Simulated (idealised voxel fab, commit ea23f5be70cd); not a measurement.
Process module, titled voxel air gaps
We display cut, a cross-section 235 nm in width whose square cells are each 5 nm.
Cross-section format: a grid of square cells, given as bands from top to bottom; each band is one or more rows of cells.
Within each band entry, the heights of the top and of the bottom of the band appear first, in that order and in nm; the materials of the band then follow from left to right, each with its corresponding width in nm. The designation "full width" on a single material indicates that it fills the band from edge to edge; the designation "empty" indicates empty space.
A quick word on heights: they are counted from 0, and under that level the wafer as it came to us is one material throughout. The lowest band is different from the rest in having no bottom; it simply continues downward, written as in "0 -> down".
So if you see something like "30->40" for the width, read it as the top row of the band sitting at the first number and the bottom row at the second, with every row in between moving by the same amount as the last.
No cell of the cross-section changed in a step that is given as "remained the same".
Reported under the label "Sealed cavities" are the empty spaces having no open way to the top and comprising 8 cells or more; the notation for each is width x height at distance, in which the distance is measured from the left edge and all three values are in nm.
That trailing text on a step's line, after the settings, is the simulator's own remark on the step.
On any step carrying a mask, the "overlay nm" setting, if present on the step's line, tells how far right of its planned place the mask lay; negative values point to the left.

### Process steps (planned)
- 1: RECEIVE | material Si
- 2: CONFORMAL_DEP | material SiO2 | thk nm 15
- 3: CONFORMAL_DEP | material SiCN | thk nm 5
- 4: DIRECTIONAL_DEP | material SiO2 | thk nm 35
- 5: DIRECTIONAL_DEP | material aC | thk nm 10
- 6: PATTERN | tone open | mask id LINES | material resist | width nm 15 | pitch nm 50 | thk nm 25 | overlay nm 0
- 7: DIRECTIONAL_ETCH | etch materials aC | depth nm 10
- 8: STRIP | etch materials resist
- 9: DIRECTIONAL_ETCH | etch materials SiO2 | depth nm 35
- 10: STRIP | etch materials aC
- 11: CONFORMAL_DEP | material TiN | thk nm 5
- 12: FILL_DEP | material Cu | thk nm 10
- 13: CMP | height nm 55
- 14: EPI | material Ru | thk nm 10
- 15: SELECTIVE_ETCH | etch materials SiO2 | depth nm 45
- 16: CONFORMAL_DEP | material SiCN | thk nm 5
For clarity, it should be stated that the wafers under discussion commence in an identical condition and differ with respect to the width nm of step 6, the plan indicating the value that the first wafer had.

### Sectional view: first of several wafers, as received, after step 1
0 -> down = Si full width
Sealed cavities: none

### The first of several wafers, seen in cross-section after the module's last step, step 16
70 -> 65 = 45 nm empty, then 45 nm SiCN, then 5 nm empty, then 45 nm SiCN, then 5 nm empty, then 45 nm SiCN, then 45 nm empty
65 -> 55 = 45 nm empty, then 5 nm SiCN, then 35 nm Ru, then 5 nm SiCN, then 5 nm empty, then 5 nm SiCN, then 35 nm Ru, then 5 nm SiCN, then 5 nm empty, then 5 nm SiCN, then 35 nm Ru, then 5 nm SiCN, then 45 nm empty
55 -> 50 = 45 nm empty, then 15 nm SiCN, then 5 nm TiN, then 5 nm Cu, then 5 nm TiN, then 15 nm SiCN, then 5 nm empty, then 15 nm SiCN, then 5 nm TiN, then 5 nm Cu, then 5 nm TiN, then 15 nm SiCN, then 5 nm empty, then 15 nm SiCN, then 5 nm TiN, then 5 nm Cu, then 5 nm TiN, then 15 nm SiCN, then 45 nm empty
50 -> 25 = 55 nm empty, then 5 nm SiCN, then 5 nm TiN, then 5 nm Cu, then 5 nm TiN, then 5 nm SiCN, then 25 nm empty, then 5 nm SiCN, then 5 nm TiN, then 5 nm Cu, then 5 nm TiN, then 5 nm SiCN, then 25 nm empty, then 5 nm SiCN, then 5 nm TiN, then 5 nm Cu, then 5 nm TiN, then 5 nm SiCN, then 55 nm empty
25 -> 20 = 60 nm SiCN, then 15 nm TiN, then 35 nm SiCN, then 15 nm TiN, then 35 nm SiCN, then 15 nm TiN, then 60 nm SiCN
20 -> 15 = SiCN full width
15 -> 0 = SiO2 full width
0 -> down = Si full width
Sealed cavities: none

### Final wafer of several, shown in cross-section at the end of the module
70 -> 65 = 35 nm empty, then 165 nm SiCN, then 35 nm empty
65 -> 55 = 35 nm empty, then 5 nm SiCN, then 155 nm Ru, then 5 nm SiCN, then 35 nm empty
55 -> 50 = 35 nm empty, then 15 nm SiCN, then 5 nm TiN, then 25 nm Cu, then 5 nm TiN, then 15 nm SiO2, then 5 nm TiN, then 25 nm Cu, then 5 nm TiN, then 15 nm SiO2, then 5 nm TiN, then 25 nm Cu, then 5 nm TiN, then 15 nm SiCN, then 35 nm empty
50 -> 25 = 45 nm empty, then 5 nm SiCN, then 5 nm TiN, then 25 nm Cu, then 5 nm TiN, then 15 nm SiO2, then 5 nm TiN, then 25 nm Cu, then 5 nm TiN, then 15 nm SiO2, then 5 nm TiN, then 25 nm Cu, then 5 nm TiN, then 5 nm SiCN, then 45 nm empty
25 -> 20 = 50 nm SiCN, then 35 nm TiN, then 15 nm SiO2, then 35 nm TiN, then 15 nm SiO2, then 35 nm TiN, then 50 nm SiCN
20 -> 15 = SiCN full width
15 -> 0 = SiO2 full width
0 -> down = Si full width
Sealed cavities: none

### The following table contains a row per wafer, in which are reported, at the conclusion of the module, the cells of each material gained (+) or lost (-) since the wafer's receipt, with its closed voids given thereafter
width nm 15 | +18 Cu | +42 Ru | +172 SiCN | +141 SiO2 | +45 TiN | Sealed cavities: none
width nm 20 | +36 Cu | +48 Ru | +172 SiCN | +141 SiO2 | +48 TiN | Sealed cavities: 20 x 25 at 85; 20 x 25 at 135
width nm 25 | +54 Cu | +54 Ru | +164 SiCN | +141 SiO2 | +51 TiN | Sealed cavities: 15 x 25 at 85; 15 x 25 at 135
width nm 30 | +72 Cu | +60 Ru | +120 SiCN | +197 SiO2 | +54 TiN | Sealed cavities: none
width nm 35 | +90 Cu | +62 Ru | +120 SiCN | +183 SiO2 | +57 TiN | Sealed cavities: none
